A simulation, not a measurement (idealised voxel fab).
This section sets out a process module, namely voxel plated lines.
The figure presents cross-section cut, which has a width of 230 nm and is divided into square cells with an edge length of 5 nm.
A cross-section in this document is a grid of square cells, and it is written down as bands, the top band listed before the ones below it; a band is made up of one or more rows of cells. Band entry format. Leading values: height of top, height of bottom, nm. Remainder: materials in left-to-right order, each with its width in nm. Special words: "all across" on a single material, which then fills the band edge to edge; "blank", empty space. Where do heights start? At 0: under that level the wafer as delivered is made of one material only. And the lowest band has no floor; it just carries on downward, as in "0 and below". A two-number width, for instance "30 to 40", indicates that the width is equal to the first number in the top row of the band and to the second number in the bottom row, and that it changes by a constant amount per row of cells. Where the words "no modification" appear for a step, the cross-section shows no cell changed by that step; every cell remained as before. "Enclosed void catalog" - sealed voids, min. 8 cells, no opening to top; format: width x height at distance (distance from left edge; nm throughout). Read whatever lies past the settings on a step's line as the simulator's own remark about the step. Each step line may optionally specify "overlay nm", which for a step with a mask gives the rightward distance between the mask's planned place and where it lay, a negative value indicating the leftward direction.

[Below is the list of planned process steps]
1,RECEIVE | material Si
2,CONFORMAL_DEP | material SiN | thk nm 5
3,DIRECTIONAL_DEP | material TiN | thk nm 5
4,PATTERN | tone open | mask id LINES | material resist | width nm 15 | pitch nm 50 | thk nm 25 | overlay nm 0
5,EPI | material Ru | thk nm 10
6,EPI | material Ru | thk nm 5
7,STRIP | etch materials resist
8,DIRECTIONAL_ETCH | etch materials TiN | depth nm 5
9,CONFORMAL_DEP | material SiCN | thk nm 10
Variable across wafers: step 4 width nm (plan value is that of the first wafer; starting state common to all).

[Received wafers, first of several: cross-section after step 1]
* 0 and below: Si all across
* Enclosed void catalog: none

[Cross-sectional representation of the first of several wafers at the end of the module, i.e. after its terminal step, step 9]
* 35 down to 25: blank=75, then SiCN=35, then blank=15, then SiCN=35, then blank=70
* 25 down to 15: blank=75, then SiCN=10, then Ru=15, then SiCN=10, then blank=15, then SiCN=10, then Ru=15, then SiCN=10, then blank=70
* 15 down to 10: SiCN=85, then Ru=15, then SiCN=35, then Ru=15, then SiCN=80
* 10 down to 5: SiCN=85, then TiN=15, then SiCN=35, then TiN=15, then SiCN=80
* 5 down to 0: SiN all across
* 0 and below: Si all across
* Enclosed void catalog: none

[Cross-section, last wafer, module completion]
* 35 down to 25: blank=65, then SiCN=105, then blank=60
* 25 down to 15: blank=65, then SiCN=10, then Ru=35, then SiCN=15, then Ru=35, then SiCN=10, then blank=60
* 15 down to 10: SiCN=75, then Ru=35, then SiCN=15, then Ru=35, then SiCN=70
* 10 down to 5: SiCN=75, then TiN=35, then SiCN=15, then TiN=35, then SiCN=70
* 5 down to 0: SiN all across
* 0 and below: Si all across
* Enclosed void catalog: none

[Per-wafer rows below. For each material: cells gained (+) or lost (-) since the wafer was received, as of end of module. Then: closed voids]
width nm 15; +18 Ru; +124 SiCN; +46 SiN; +6 TiN; Enclosed void catalog: none
width nm 20; +24 Ru; +124 SiCN; +46 SiN; +8 TiN; Enclosed void catalog: none
width nm 25; +30 Ru; +124 SiCN; +46 SiN; +10 TiN; Enclosed void catalog: none
width nm 30; +36 Ru; +124 SiCN; +46 SiN; +12 TiN; Enclosed void catalog: none
width nm 35; +42 Ru; +120 SiCN; +46 SiN; +14 TiN; Enclosed void catalog: none
